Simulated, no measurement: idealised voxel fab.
process module | voxel wiring stack
cross-section cut | 205 nm wide | cells 5 nm
A cross-section is a grid of square cells, given in bands from the top down. A band is one or more rows of cells.
Each band's line starts with the height of the band's top and of its bottom, in nm. Then come its materials from left to right, each with its width in nm. One material with "throughout" fills the band from edge to edge. "air" is empty space.
Height 0 is the level under which the wafer as received is all one material. The lowest band goes on downwards, as in "0 down".
A width such as "30 to 40" changes by the same amount from each row of cells to the next, from the band's top row to its bottom row.
"no change" after a step means that no cell of the cross-section changed.
closed voids: empty space of 8 cells or more with no open way to the top, each as width x height at its distance from the left edge, in nm
after a step's settings: what the simulator itself notes on the step
overlay nm, on a step with a mask: how far to the right of its planned place the mask lay; to the left if negative
Each pair below shows a cross-section before one step and the cross-section after it, down to the lowest band that changed. The line under each pair gives the step between them, with its settings. The pairs can come from different runs of this module on the same starting wafer, so a pair continues from the pair above only where its "before" says so.
before
  135 to 120: air 70 | aC 20 | air 25 | aC 20 | air 70
  120 to 115: air 70 | TiN 20 | air 25 | TiN 20 | air 70
  115 to 100: Ru throughout
  100 to 90: lowk 70 | TiN 5 | Cu 5 | TiN 5 | lowk 30 | TiN 5 | Cu 5 | TiN 5 | lowk 75
  90 to 85: SiCN 70 | TiN 15 | SiCN 30 | TiN 15 | SiCN 75
  85 to 65: lowk 65 | SiCN 5 | Ru 20 | SiCN 5 | lowk 15 | SiCN 5 | Ru 20 | SiCN 5 | lowk 65
  65 to 60: SiCN 70 | TiN 20 | SiCN 25 | TiN 20 | SiCN 70
  60 to 45: lowk 70 | TiN 5 | Ru 5 | TiN 5 | lowk 120
  45 to 40: SiCN 70 | TiN 15 | SiCN 120
  40 to 15: lowk 70 | TiN 5 | Ru 10 | TiN 5 | lowk 25 | TiN 5 | Ru 10 | TiN 5 | lowk 70
  15 to 10: SiCN 70 | TiN 20 | SiCN 25 | TiN 20 | SiCN 70
  10 to 0: SiO2 throughout
  0 down: Si throughout
  closed voids: none
after
  120 to 115: air 70 | TiN 20 | air 25 | TiN 20 | air 70
  below 115: unchanged
  closed voids: none
the step between: op STRIP | etch materials aC
before: the cross-section after the pair above
after
  125 to 120: lowk throughout
  120 to 115: lowk 70 | TiN 20 | lowk 25 | TiN 20 | lowk 70
  below 115: unchanged
  closed voids: none
the step between: op FILL_DEP | material lowk | thk nm 5
before: the cross-section after the pair above
after
  120 to 115: lowk 70 | TiN 20 | lowk 25 | TiN 20 | lowk 70
  below 115: unchanged
  closed voids: none
the step between: op CMP | height nm 120
before: the cross-section after the pair above
after
  125 to 120: SiN throughout
  below 120: unchanged
  closed voids: none
the step between: op CONFORMAL_DEP | material SiN | thk nm 5
before
  50 to 45: Ru throughout
  45 to 40: TiN 75 | Ru 10 | TiN 35 | Ru 10 | TiN 75
  40 to 15: lowk 70 | TiN 5 | Ru 10 | TiN 5 | lowk 25 | TiN 5 | Ru 10 | TiN 5 | lowk 70
  15 to 10: SiCN 70 | TiN 20 | SiCN 25 | TiN 20 | SiCN 70
  10 to 0: SiO2 throughout
  0 down: Si throughout
  closed voids: none
after
  45 to 40: TiN 75 | Ru 10 | TiN 35 | Ru 10 | TiN 75
  below 40: unchanged
  closed voids: none
the step between: op CMP | height nm 45
before: the cross-section after the pair above
after
  50 to 45: SiCN throughout
  below 45: unchanged
  closed voids: none
the step between: op CONFORMAL_DEP | material SiCN | thk nm 5
before: the cross-section after the pair above
after
  65 to 50: lowk throughout
  below 50: unchanged
  closed voids: none
the step between: op DIRECTIONAL_DEP | material lowk | thk nm 15
before: the cross-section after the pair above
after
  75 to 65: aC throughout
  below 65: unchanged
  closed voids: none
the step between: op DIRECTIONAL_DEP | material aC | thk nm 10
before: the cross-section after the pair above
after
  100 to 75: resist 70 | air 15 | resist 120
  below 75: unchanged
  closed voids: none
the step between: op PATTERN | tone open | mask id PLUG_1 | material resist | width nm 15 | thk nm 25 | overlay nm 0
before: the cross-section after the pair above
after
  90 to 75: resist 70 | air 15 | resist 120
  75 to 65: aC 70 | air 15 | aC 120
  below 65: unchanged
  closed voids: none
the step between: op DIRECTIONAL_ETCH | etch materials aC | depth nm 10
before: the cross-section after the pair above
after
  75 to 65: aC 70 | air 15 | aC 120
  below 65: unchanged
  closed voids: none
the step between: op STRIP | etch materials resist
before: the cross-section after the pair above
after
  75 to 65: aC 70 | air 15 | aC 120
  65 to 50: lowk 70 | air 15 | lowk 120
  below 50: unchanged
  closed voids: none
the step between: op DIRECTIONAL_ETCH | etch materials lowk | depth nm 15
before: the cross-section after the pair above
after
  75 to 65: aC 70 | air 15 | aC 120
  65 to 50: lowk 70 | air 15 | lowk 120
  50 to 45: SiCN 70 | air 15 | SiCN 120
  below 45: unchanged
  closed voids: none
the step between: op DIRECTIONAL_ETCH | etch materials SiCN | depth nm 5
before: the cross-section after the pair above
after
  65 to 50: lowk 70 | air 15 | lowk 120
  below 50: unchanged
  closed voids: none
the step between: op STRIP | etch materials aC
before: the cross-section after the pair above
after
  70 to 65: TiN 75 | air 5 | TiN 125
  65 to 50: lowk 70 | TiN 5 | air 5 | TiN 5 | lowk 120
  50 to 45: SiCN 70 | TiN 15 | SiCN 120
  below 45: unchanged
  closed voids: none
the step between: op CONFORMAL_DEP | material TiN | thk nm 5
before: the cross-section after the pair above
after
  80 to 70: Ru throughout
  70 to 65: TiN 75 | Ru 5 | TiN 125
  65 to 50: lowk 70 | TiN 5 | Ru 5 | TiN 5 | lowk 120
  below 50: unchanged
  closed voids: none
the step between: op FILL_DEP | material Ru | thk nm 10
before: the cross-section after the pair above
after
  60 to 50: lowk 70 | TiN 5 | Ru 5 | TiN 5 | lowk 120
  below 50: unchanged
  closed voids: none
the step between: op CMP | height nm 60
before: the cross-section after the pair above
after
  65 to 60: TiN throughout
  below 60: unchanged
  closed voids: none
the step between: op DIRECTIONAL_DEP | material TiN | thk nm 5
before: the cross-section after the pair above
after
  85 to 65: Ru throughout
  below 65: unchanged
  closed voids: none
the step between: op DIRECTIONAL_DEP | material Ru | thk nm 20
before: the cross-section after the pair above
after
  95 to 85: aC throughout
  below 85: unchanged
  closed voids: none
the step between: op DIRECTIONAL_DEP | material aC | thk nm 10
before: the cross-section after the pair above
after
  120 to 95: air 70 | resist 20 | air 25 | resist 20 | air 70
  below 95: unchanged
  closed voids: none
the step between: op PATTERN | tone cover | mask id METAL_2 | material resist | width nm 20 | pitch nm 45 | thk nm 25 | overlay nm 0
before: the cross-section after the pair above
after
  110 to 95: air 70 | resist 20 | air 25 | resist 20 | air 70
  95 to 85: air 70 | aC 20 | air 25 | aC 20 | air 70
  below 85: unchanged
  closed voids: none
the step between: op DIRECTIONAL_ETCH | etch materials aC | depth nm 10
before: the cross-section after the pair above
after
  95 to 85: air 70 | aC 20 | air 25 | aC 20 | air 70
  below 85: unchanged
  closed voids: none
the step between: op STRIP | etch materials resist
before: the cross-section after the pair above
after
  95 to 85: air 70 | aC 20 | air 25 | aC 20 | air 70
  85 to 65: air 70 | Ru 20 | air 25 | Ru 20 | air 70
  below 65: unchanged
  closed voids: none
the step between: op DIRECTIONAL_ETCH | etch materials Ru | depth nm 20
before: the cross-section after the pair above
after
  95 to 85: air 70 | aC 20 | air 25 | aC 20 | air 70
  85 to 65: air 70 | Ru 20 | air 25 | Ru 20 | air 70
  65 to 60: air 70 | TiN 20 | air 25 | TiN 20 | air 70
  below 60: unchanged
  closed voids: none
the step between: op DIRECTIONAL_ETCH | etch materials TiN | depth nm 5
before: the cross-section after the pair above
after
  85 to 65: air 70 | Ru 20 | air 25 | Ru 20 | air 70
  below 65: unchanged
  closed voids: none
the step between: op STRIP | etch materials aC
before: the cross-section after the pair above
after
  90 to 85: air 65 | SiCN 30 | air 15 | SiCN 30 | air 65
  85 to 65: air 65 | SiCN 5 | Ru 20 | SiCN 5 | air 15 | SiCN 5 | Ru 20 | SiCN 5 | air 65
  65 to 60: SiCN 70 | TiN 20 | SiCN 25 | TiN 20 | SiCN 70
  below 60: unchanged
  closed voids: none
the step between: op CONFORMAL_DEP | material SiCN | thk nm 5
before: the cross-section after the pair above
after
  95 to 90: lowk throughout
  90 to 85: lowk 65 | SiCN 30 | lowk 15 | SiCN 30 | lowk 65
  85 to 65: lowk 65 | SiCN 5 | Ru 20 | SiCN 5 | lowk 15 | SiCN 5 | Ru 20 | SiCN 5 | lowk 65
  below 65: unchanged
  closed voids: none
the step between: op FILL_DEP | material lowk | thk nm 5
before: the cross-section after the pair above
after
  85 to 65: lowk 65 | SiCN 5 | Ru 20 | SiCN 5 | lowk 15 | SiCN 5 | Ru 20 | SiCN 5 | lowk 65
  below 65: unchanged
  closed voids: none
the step between: op CMP | height nm 85
before: the cross-section after the pair above
after
  90 to 85: SiCN throughout
  below 85: unchanged
  closed voids: none
the step between: op CONFORMAL_DEP | material SiCN | thk nm 5
before: the cross-section after the pair above
after
  100 to 90: lowk throughout
  below 90: unchanged
  closed voids: none
the step between: op DIRECTIONAL_DEP | material lowk | thk nm 10
before: the cross-section after the pair above
after
  115 to 100: resist 70 | air 15 | resist 30 | air 15 | resist 75
  below 100: unchanged
  closed voids: none
the step between: op PATTERN | tone open | mask id PLUG_2 | material resist | width nm 15 | pitch nm 45 | thk nm 15 | overlay nm 0
before: the cross-section after the pair above
after
  115 to 100: resist 70 | air 15 | resist 30 | air 15 | resist 75
  100 to 90: lowk 70 | air 15 | lowk 30 | air 15 | lowk 75
  below 90: unchanged
  closed voids: none
the step between: op DIRECTIONAL_ETCH | etch materials lowk | depth nm 10
before: the cross-section after the pair above
after
  115 to 100: resist 70 | air 15 | resist 30 | air 15 | resist 75
  100 to 90: lowk 70 | air 15 | lowk 30 | air 15 | lowk 75
  90 to 85: SiCN 70 | air 15 | SiCN 30 | air 15 | SiCN 75
  below 85: unchanged
  closed voids: none
the step between: op DIRECTIONAL_ETCH | etch materials SiCN | depth nm 5
before: the cross-section after the pair above
after
  100 to 90: lowk 70 | air 15 | lowk 30 | air 15 | lowk 75
  below 90: unchanged
  closed voids: none
the step between: op STRIP | etch materials resist
before: the cross-section after the pair above
after
  105 to 100: TiN 75 | air 5 | TiN 40 | air 5 | TiN 80
  100 to 90: lowk 70 | TiN 5 | air 5 | TiN 5 | lowk 30 | TiN 5 | air 5 | TiN 5 | lowk 75
  90 to 85: SiCN 70 | TiN 15 | SiCN 30 | TiN 15 | SiCN 75
  below 85: unchanged
  closed voids: none
the step between: op CONFORMAL_DEP | material TiN | thk nm 5
before: the cross-section after the pair above
after
  110 to 105: Cu throughout
  105 to 100: TiN 75 | Cu 5 | TiN 40 | Cu 5 | TiN 80
  100 to 90: lowk 70 | TiN 5 | Cu 5 | TiN 5 | lowk 30 | TiN 5 | Cu 5 | TiN 5 | lowk 75
  below 90: unchanged
  closed voids: none
the step between: op FILL_DEP | material Cu | thk nm 5
before: the cross-section after the pair above
after
  100 to 90: lowk 70 | TiN 5 | Cu 5 | TiN 5 | lowk 30 | TiN 5 | Cu 5 | TiN 5 | lowk 75
  below 90: unchanged
  closed voids: none
the step between: op CMP | height nm 100
before: the cross-section after the pair above
after
  105 to 100: TiN throughout
  below 100: unchanged
  closed voids: none
the step between: op DIRECTIONAL_DEP | material TiN | thk nm 5
before: the cross-section after the pair above
after
  120 to 105: Ru throughout
  below 105: unchanged
  closed voids: none
the step between: op DIRECTIONAL_DEP | material Ru | thk nm 15
before: the cross-section after the pair above
after
  135 to 120: aC throughout
  below 120: unchanged
  closed voids: none
the step between: op DIRECTIONAL_DEP | material aC | thk nm 15
before: the cross-section after the pair above
after
  165 to 135: air 70 | resist 20 | air 25 | resist 20 | air 70
  below 135: unchanged
  closed voids: none
the step between: op PATTERN | tone cover | mask id METAL_3 | material resist | width nm 20 | pitch nm 45 | thk nm 30 | overlay nm 0
before: the cross-section after the pair above
after
  150 to 135: air 70 | resist 20 | air 25 | resist 20 | air 70
  135 to 120: air 70 | aC 20 | air 25 | aC 20 | air 70
  below 120: unchanged
  closed voids: none
the step between: op DIRECTIONAL_ETCH | etch materials aC | depth nm 15
before: the cross-section after the pair above
after
  135 to 120: air 70 | aC 20 | air 25 | aC 20 | air 70
  below 120: unchanged
  closed voids: none
the step between: op STRIP | etch materials resist
before: the cross-section after the pair above
after
  135 to 120: air 70 | aC 20 | air 25 | aC 20 | air 70
  120 to 105: air 70 | Ru 20 | air 25 | Ru 20 | air 70
  below 105: unchanged
  closed voids: none
the step between: op DIRECTIONAL_ETCH | etch materials Ru | depth nm 15
before: the cross-section after the pair above
after
  135 to 120: air 70 | aC 20 | air 25 | aC 20 | air 70
  120 to 105: air 70 | Ru 20 | air 25 | Ru 20 | air 70
  105 to 100: air 70 | TiN 20 | air 25 | TiN 20 | air 70
  below 100: unchanged
  closed voids: none
the step between: op DIRECTIONAL_ETCH | etch materials TiN | depth nm 5
before: the cross-section after the pair above
after
  120 to 105: air 70 | Ru 20 | air 25 | Ru 20 | air 70
  below 105: unchanged
  closed voids: none
the step between: op STRIP | etch materials aC
before: the cross-section after the pair above
after
  125 to 120: lowk throughout
  120 to 105: lowk 70 | Ru 20 | lowk 25 | Ru 20 | lowk 70
  105 to 100: lowk 70 | TiN 20 | lowk 25 | TiN 20 | lowk 70
  below 100: unchanged
  closed voids: none
the step between: op FILL_DEP | material lowk | thk nm 5
before: the cross-section after the pair above
after
  120 to 105: lowk 70 | Ru 20 | lowk 25 | Ru 20 | lowk 70
  below 105: unchanged
  closed voids: none
the step between: op CMP | height nm 120
before: the cross-section after the pair above
after
  125 to 120: SiN throughout
  below 120: unchanged
  closed voids: none
the step between: op CONFORMAL_DEP | material SiN | thk nm 5
before
  95 to 85: aC throughout
  85 to 65: Ru throughout
  65 to 60: TiN throughout
  60 to 45: lowk 70 | TiN 5 | Ru 5 | TiN 5 | lowk 120
  45 to 40: SiCN 70 | TiN 15 | SiCN 120
  40 to 15: lowk 70 | TiN 5 | Ru 10 | TiN 5 | lowk 25 | TiN 5 | Ru 10 | TiN 5 | lowk 70
  15 to 10: SiCN 70 | TiN 20 | SiCN 25 | TiN 20 | SiCN 70
  10 to 0: SiO2 throughout
  0 down: Si throughout
  closed voids: none
after
  120 to 95: air 65 | resist 30 | air 15 | resist 30 | air 65
  below 95: unchanged
  closed voids: none
the step between: op PATTERN | tone cover | mask id METAL_2 | material resist | width nm 30 | pitch nm 45 | thk nm 25 | overlay nm 0
before: the cross-section after the pair above
after
  110 to 95: air 65 | resist 30 | air 15 | resist 30 | air 65
  95 to 85: air 65 | aC 30 | air 15 | aC 30 | air 65
  below 85: unchanged
  closed voids: none
the step between: op DIRECTIONAL_ETCH | etch materials aC | depth nm 10
before: the cross-section after the pair above
after
  95 to 85: air 65 | aC 30 | air 15 | aC 30 | air 65
  below 85: unchanged
  closed voids: none
the step between: op STRIP | etch materials resist
before: the cross-section after the pair above
after
  95 to 85: air 65 | aC 30 | air 15 | aC 30 | air 65
  85 to 65: air 65 | Ru 30 | air 15 | Ru 30 | air 65
  below 65: unchanged
  closed voids: none
the step between: op DIRECTIONAL_ETCH | etch materials Ru | depth nm 20
before: the cross-section after the pair above
after
  95 to 85: air 65 | aC 30 | air 15 | aC 30 | air 65
  85 to 65: air 65 | Ru 30 | air 15 | Ru 30 | air 65
  65 to 60: air 65 | TiN 30 | air 15 | TiN 30 | air 65
  below 60: unchanged
  closed voids: none
the step between: op DIRECTIONAL_ETCH | etch materials TiN | depth nm 5
before: the cross-section after the pair above
after
  85 to 65: air 65 | Ru 30 | air 15 | Ru 30 | air 65
  below 65: unchanged
  closed voids: none
the step between: op STRIP | etch materials aC
before: the cross-section after the pair above
after
  90 to 85: air 60 | SiCN 40 | air 5 | SiCN 40 | air 60
  85 to 65: air 60 | SiCN 5 | Ru 30 | SiCN 5 | air 5 | SiCN 5 | Ru 30 | SiCN 5 | air 60
  65 to 60: SiCN 65 | TiN 30 | SiCN 15 | TiN 30 | SiCN 65
  below 60: unchanged
  closed voids: none
the step between: op CONFORMAL_DEP | material SiCN | thk nm 5
before: the cross-section after the pair above
after
  95 to 90: lowk throughout
  90 to 85: lowk 60 | SiCN 40 | lowk 5 | SiCN 40 | lowk 60
  85 to 65: lowk 60 | SiCN 5 | Ru 30 | SiCN 5 | lowk 5 | SiCN 5 | Ru 30 | SiCN 5 | lowk 60
  below 65: unchanged
  closed voids: none
the step between: op FILL_DEP | material lowk | thk nm 5
before: the cross-section after the pair above
after
  85 to 65: lowk 60 | SiCN 5 | Ru 30 | SiCN 5 | lowk 5 | SiCN 5 | Ru 30 | SiCN 5 | lowk 60
  below 65: unchanged
  closed voids: none
the step between: op CMP | height nm 85
before: the cross-section after the pair above
after
  90 to 85: SiCN throughout
  below 85: unchanged
  closed voids: none
the step between: op CONFORMAL_DEP | material SiCN | thk nm 5
before: the cross-section after the pair above
after
  100 to 90: lowk throughout
  below 90: unchanged
  closed voids: none
the step between: op DIRECTIONAL_DEP | material lowk | thk nm 10
before: the cross-section after the pair above
after
  115 to 100: resist 70 | air 15 | resist 30 | air 15 | resist 75
  below 100: unchanged
  closed voids: none
the step between: op PATTERN | tone open | mask id PLUG_2 | material resist | width nm 15 | pitch nm 45 | thk nm 15 | overlay nm 0
before: the cross-section after the pair above
after
  115 to 100: resist 70 | air 15 | resist 30 | air 15 | resist 75
  100 to 90: lowk 70 | air 15 | lowk 30 | air 15 | lowk 75
  below 90: unchanged
  closed voids: none
the step between: op DIRECTIONAL_ETCH | etch materials lowk | depth nm 10
before: the cross-section after the pair above
after
  115 to 100: resist 70 | air 15 | resist 30 | air 15 | resist 75
  100 to 90: lowk 70 | air 15 | lowk 30 | air 15 | lowk 75
  90 to 85: SiCN 70 | air 15 | SiCN 30 | air 15 | SiCN 75
  below 85: unchanged
  closed voids: none
the step between: op DIRECTIONAL_ETCH | etch materials SiCN | depth nm 5
before: the cross-section after the pair above
after
  100 to 90: lowk 70 | air 15 | lowk 30 | air 15 | lowk 75
  below 90: unchanged
  closed voids: none
the step between: op STRIP | etch materials resist
before: the cross-section after the pair above
after
  105 to 100: TiN 75 | air 5 | TiN 40 | air 5 | TiN 80
  100 to 90: lowk 70 | TiN 5 | air 5 | TiN 5 | lowk 30 | TiN 5 | air 5 | TiN 5 | lowk 75
  90 to 85: SiCN 70 | TiN 15 | SiCN 30 | TiN 15 | SiCN 75
  below 85: unchanged
  closed voids: none
the step between: op CONFORMAL_DEP | material TiN | thk nm 5
before: the cross-section after the pair above
after
  110 to 105: Cu throughout
  105 to 100: TiN 75 | Cu 5 | TiN 40 | Cu 5 | TiN 80
  100 to 90: lowk 70 | TiN 5 | Cu 5 | TiN 5 | lowk 30 | TiN 5 | Cu 5 | TiN 5 | lowk 75
  below 90: unchanged
  closed voids: none
the step between: op FILL_DEP | material Cu | thk nm 5
before: the cross-section after the pair above
after
  100 to 90: lowk 70 | TiN 5 | Cu 5 | TiN 5 | lowk 30 | TiN 5 | Cu 5 | TiN 5 | lowk 75
  below 90: unchanged
  closed voids: none
the step between: op CMP | height nm 100
before: the cross-section after the pair above
after
  105 to 100: TiN throughout
  below 100: unchanged
  closed voids: none
the step between: op DIRECTIONAL_DEP | material TiN | thk nm 5
before: the cross-section after the pair above
after
  120 to 105: Ru throughout
  below 105: unchanged
  closed voids: none
the step between: op DIRECTIONAL_DEP | material Ru | thk nm 15
before: the cross-section after the pair above
after
  135 to 120: aC throughout
  below 120: unchanged
  closed voids: none
the step between: op DIRECTIONAL_DEP | material aC | thk nm 15
before: the cross-section after the pair above
after
  165 to 135: air 70 | resist 20 | air 25 | resist 20 | air 70
  below 135: unchanged
  closed voids: none
the step between: op PATTERN | tone cover | mask id METAL_3 | material resist | width nm 20 | pitch nm 45 | thk nm 30 | overlay nm 0
before: the cross-section after the pair above
after
  150 to 135: air 70 | resist 20 | air 25 | resist 20 | air 70
  135 to 120: air 70 | aC 20 | air 25 | aC 20 | air 70
  below 120: unchanged
  closed voids: none
the step between: op DIRECTIONAL_ETCH | etch materials aC | depth nm 15
before: the cross-section after the pair above
after
  135 to 120: air 70 | aC 20 | air 25 | aC 20 | air 70
  below 120: unchanged
  closed voids: none
the step between: op STRIP | etch materials resist
before: the cross-section after the pair above
after
  135 to 120: air 70 | aC 20 | air 25 | aC 20 | air 70
  120 to 105: air 70 | Ru 20 | air 25 | Ru 20 | air 70
  below 105: unchanged
  closed voids: none
the step between: op DIRECTIONAL_ETCH | etch materials Ru | depth nm 15
before: the cross-section after the pair above
after
  135 to 120: air 70 | aC 20 | air 25 | aC 20 | air 70
  120 to 105: air 70 | Ru 20 | air 25 | Ru 20 | air 70
  105 to 100: air 70 | TiN 20 | air 25 | TiN 20 | air 70
  below 100: unchanged
  closed voids: none
the step between: op DIRECTIONAL_ETCH | etch materials TiN | depth nm 5
before: the cross-section after the pair above
after
  120 to 105: air 70 | Ru 20 | air 25 | Ru 20 | air 70
  below 105: unchanged
  closed voids: none
the step between: op STRIP | etch materials aC
before: the cross-section after the pair above
after
  125 to 120: lowk throughout
  120 to 105: lowk 70 | Ru 20 | lowk 25 | Ru 20 | lowk 70
  105 to 100: lowk 70 | TiN 20 | lowk 25 | TiN 20 | lowk 70
  below 100: unchanged
  closed voids: none
the step between: op FILL_DEP | material lowk | thk nm 5
before: the cross-section after the pair above
after
  120 to 105: lowk 70 | Ru 20 | lowk 25 | Ru 20 | lowk 70
  below 105: unchanged
  closed voids: none
the step between: op CMP | height nm 120
before: the cross-section after the pair above
after
  125 to 120: SiN throughout
  below 120: unchanged
  closed voids: none
the step between: op CONFORMAL_DEP | material SiN | thk nm 5
before
  55 to 40: aC throughout
  40 to 15: lowk throughout
  15 to 10: SiCN throughout
  10 to 0: SiO2 throughout
  0 down: Si throughout
  closed voids: none
after
  90 to 55: resist 80 | air 20 | resist 25 | air 20 | resist 60
  below 55: unchanged
  closed voids: none
the step between: op PATTERN | tone open | mask id METAL_1 | material resist | width nm 20 | pitch nm 45 | thk nm 35 | overlay nm 10
before: the cross-section after the pair above
after
  75 to 55: resist 80 | air 20 | resist 25 | air 20 | resist 60
  55 to 40: aC 80 | air 20 | aC 25 | air 20 | aC 60
  below 40: unchanged
  closed voids: none
the step between: op DIRECTIONAL_ETCH | etch materials aC | depth nm 15
before: the cross-section after the pair above
after
  55 to 40: aC 80 | air 20 | aC 25 | air 20 | aC 60
  below 40: unchanged
  closed voids: none
the step between: op STRIP | etch materials resist
before: the cross-section after the pair above
after
  55 to 40: aC 80 | air 20 | aC 25 | air 20 | aC 60
  40 to 15: lowk 80 | air 20 | lowk 25 | air 20 | lowk 60
  below 15: unchanged
  closed voids: none
the step between: op DIRECTIONAL_ETCH | etch materials lowk | depth nm 25
before: the cross-section after the pair above
after
  55 to 40: aC 80 | air 20 | aC 25 | air 20 | aC 60
  40 to 15: lowk 80 | air 20 | lowk 25 | air 20 | lowk 60
  15 to 10: SiCN 80 | air 20 | SiCN 25 | air 20 | SiCN 60
  below 10: unchanged
  closed voids: none
the step between: op DIRECTIONAL_ETCH | etch materials SiCN | depth nm 5
before: the cross-section after the pair above
after
  40 to 15: lowk 80 | air 20 | lowk 25 | air 20 | lowk 60
  below 15: unchanged
  closed voids: none
the step between: op STRIP | etch materials aC
before: the cross-section after the pair above
after
  45 to 40: TiN 85 | air 10 | TiN 35 | air 10 | TiN 65
  40 to 15: lowk 80 | TiN 5 | air 10 | TiN 5 | lowk 25 | TiN 5 | air 10 | TiN 5 | lowk 60
  15 to 10: SiCN 80 | TiN 20 | SiCN 25 | TiN 20 | SiCN 60
  below 10: unchanged
  closed voids: none
the step between: op CONFORMAL_DEP | material TiN | thk nm 5
before: the cross-section after the pair above
after
  50 to 45: Ru throughout
  45 to 40: TiN 85 | Ru 10 | TiN 35 | Ru 10 | TiN 65
  40 to 15: lowk 80 | TiN 5 | Ru 10 | TiN 5 | lowk 25 | TiN 5 | Ru 10 | TiN 5 | lowk 60
  below 15: unchanged
  closed voids: none
the step between: op FILL_DEP | material Ru | thk nm 5
before: the cross-section after the pair above
after
  40 to 15: lowk 80 | TiN 5 | Ru 10 | TiN 5 | lowk 25 | TiN 5 | Ru 10 | TiN 5 | lowk 60
  below 15: unchanged
  closed voids: none
the step between: op CMP | height nm 40
before: the cross-section after the pair above
after
  45 to 40: SiCN throughout
  below 40: unchanged
  closed voids: none
the step between: op CONFORMAL_DEP | material SiCN | thk nm 5
before: the cross-section after the pair above
after
  60 to 45: lowk throughout
  below 45: unchanged
  closed voids: none
the step between: op DIRECTIONAL_DEP | material lowk | thk nm 15
before: the cross-section after the pair above
after
  70 to 60: aC throughout
  below 60: unchanged
  closed voids: none
the step between: op DIRECTIONAL_DEP | material aC | thk nm 10
before: the cross-section after the pair above
after
  95 to 70: resist 70 | air 15 | resist 120
  below 70: unchanged
  closed voids: none
the step between: op PATTERN | tone open | mask id PLUG_1 | material resist | width nm 15 | thk nm 25 | overlay nm 0
before: the cross-section after the pair above
after
  85 to 70: resist 70 | air 15 | resist 120
  70 to 60: aC 70 | air 15 | aC 120
  below 60: unchanged
  closed voids: none
the step between: op DIRECTIONAL_ETCH | etch materials aC | depth nm 10
before: the cross-section after the pair above
after
  70 to 60: aC 70 | air 15 | aC 120
  below 60: unchanged
  closed voids: none
the step between: op STRIP | etch materials resist
before: the cross-section after the pair above
after
  70 to 60: aC 70 | air 15 | aC 120
  60 to 45: lowk 70 | air 15 | lowk 120
  below 45: unchanged
  closed voids: none
the step between: op DIRECTIONAL_ETCH | etch materials lowk | depth nm 15
before: the cross-section after the pair above
after
  70 to 60: aC 70 | air 15 | aC 120
  60 to 45: lowk 70 | air 15 | lowk 120
  45 to 40: SiCN 70 | air 15 | SiCN 120
  below 40: unchanged
  closed voids: none
the step between: op DIRECTIONAL_ETCH | etch materials SiCN | depth nm 5
before: the cross-section after the pair above
after
  60 to 45: lowk 70 | air 15 | lowk 120
  below 45: unchanged
  closed voids: none
the step between: op STRIP | etch materials aC
before: the cross-section after the pair above
after
  65 to 60: TiN 75 | air 5 | TiN 125
  60 to 45: lowk 70 | TiN 5 | air 5 | TiN 5 | lowk 120
  45 to 40: SiCN 70 | TiN 15 | SiCN 120
  below 40: unchanged
  closed voids: none
the step between: op CONFORMAL_DEP | material TiN | thk nm 5
before: the cross-section after the pair above
after
  75 to 65: Ru throughout
  65 to 60: TiN 75 | Ru 5 | TiN 125
  60 to 45: lowk 70 | TiN 5 | Ru 5 | TiN 5 | lowk 120
  below 45: unchanged
  closed voids: none
the step between: op FILL_DEP | material Ru | thk nm 10
before: the cross-section after the pair above
after
  60 to 45: lowk 70 | TiN 5 | Ru 5 | TiN 5 | lowk 120
  below 45: unchanged
  closed voids: none
the step between: op CMP | height nm 60
before: the cross-section after the pair above
after
  65 to 60: TiN throughout
  below 60: unchanged
  closed voids: none
the step between: op DIRECTIONAL_DEP | material TiN | thk nm 5
before: the cross-section after the pair above
after
  85 to 65: Ru throughout
  below 65: unchanged
  closed voids: none
the step between: op DIRECTIONAL_DEP | material Ru | thk nm 20
before: the cross-section after the pair above
after
  95 to 85: aC throughout
  below 85: unchanged
  closed voids: none
the step between: op DIRECTIONAL_DEP | material aC | thk nm 10
before: the cross-section after the pair above
after
  120 to 95: air 70 | resist 20 | air 25 | resist 20 | air 70
  below 95: unchanged
  closed voids: none
the step between: op PATTERN | tone cover | mask id METAL_2 | material resist | width nm 20 | pitch nm 45 | thk nm 25 | overlay nm 0
before: the cross-section after the pair above
after
  110 to 95: air 70 | resist 20 | air 25 | resist 20 | air 70
  95 to 85: air 70 | aC 20 | air 25 | aC 20 | air 70
  below 85: unchanged
  closed voids: none
the step between: op DIRECTIONAL_ETCH | etch materials aC | depth nm 10
before: the cross-section after the pair above
after
  95 to 85: air 70 | aC 20 | air 25 | aC 20 | air 70
  below 85: unchanged
  closed voids: none
the step between: op STRIP | etch materials resist
before: the cross-section after the pair above
after
  95 to 85: air 70 | aC 20 | air 25 | aC 20 | air 70
  85 to 65: air 70 | Ru 20 | air 25 | Ru 20 | air 70
  below 65: unchanged
  closed voids: none
the step between: op DIRECTIONAL_ETCH | etch materials Ru | depth nm 20
before: the cross-section after the pair above
after
  95 to 85: air 70 | aC 20 | air 25 | aC 20 | air 70
  85 to 65: air 70 | Ru 20 | air 25 | Ru 20 | air 70
  65 to 60: air 70 | TiN 20 | air 25 | TiN 20 | air 70
  below 60: unchanged
  closed voids: none
the step between: op DIRECTIONAL_ETCH | etch materials TiN | depth nm 5
before: the cross-section after the pair above
after
  85 to 65: air 70 | Ru 20 | air 25 | Ru 20 | air 70
  below 65: unchanged
  closed voids: none
the step between: op STRIP | etch materials aC
before: the cross-section after the pair above
after
  90 to 85: air 65 | SiCN 30 | air 15 | SiCN 30 | air 65
  85 to 65: air 65 | SiCN 5 | Ru 20 | SiCN 5 | air 15 | SiCN 5 | Ru 20 | SiCN 5 | air 65
  65 to 60: SiCN 70 | TiN 20 | SiCN 25 | TiN 20 | SiCN 70
  below 60: unchanged
  closed voids: none
the step between: op CONFORMAL_DEP | material SiCN | thk nm 5
before: the cross-section after the pair above
after
  95 to 90: lowk throughout
  90 to 85: lowk 65 | SiCN 30 | lowk 15 | SiCN 30 | lowk 65
  85 to 65: lowk 65 | SiCN 5 | Ru 20 | SiCN 5 | lowk 15 | SiCN 5 | Ru 20 | SiCN 5 | lowk 65
  below 65: unchanged
  closed voids: none
the step between: op FILL_DEP | material lowk | thk nm 5
before: the cross-section after the pair above
after
  85 to 65: lowk 65 | SiCN 5 | Ru 20 | SiCN 5 | lowk 15 | SiCN 5 | Ru 20 | SiCN 5 | lowk 65
  below 65: unchanged
  closed voids: none
the step between: op CMP | height nm 85
before: the cross-section after the pair above
after
  90 to 85: SiCN throughout
  below 85: unchanged
  closed voids: none
the step between: op CONFORMAL_DEP | material SiCN | thk nm 5
before: the cross-section after the pair above
after
  100 to 90: lowk throughout
  below 90: unchanged
  closed voids: none
the step between: op DIRECTIONAL_DEP | material lowk | thk nm 10
before: the cross-section after the pair above
after
  115 to 100: resist 70 | air 15 | resist 30 | air 15 | resist 75
  below 100: unchanged
  closed voids: none
the step between: op PATTERN | tone open | mask id PLUG_2 | material resist | width nm 15 | pitch nm 45 | thk nm 15 | overlay nm 0
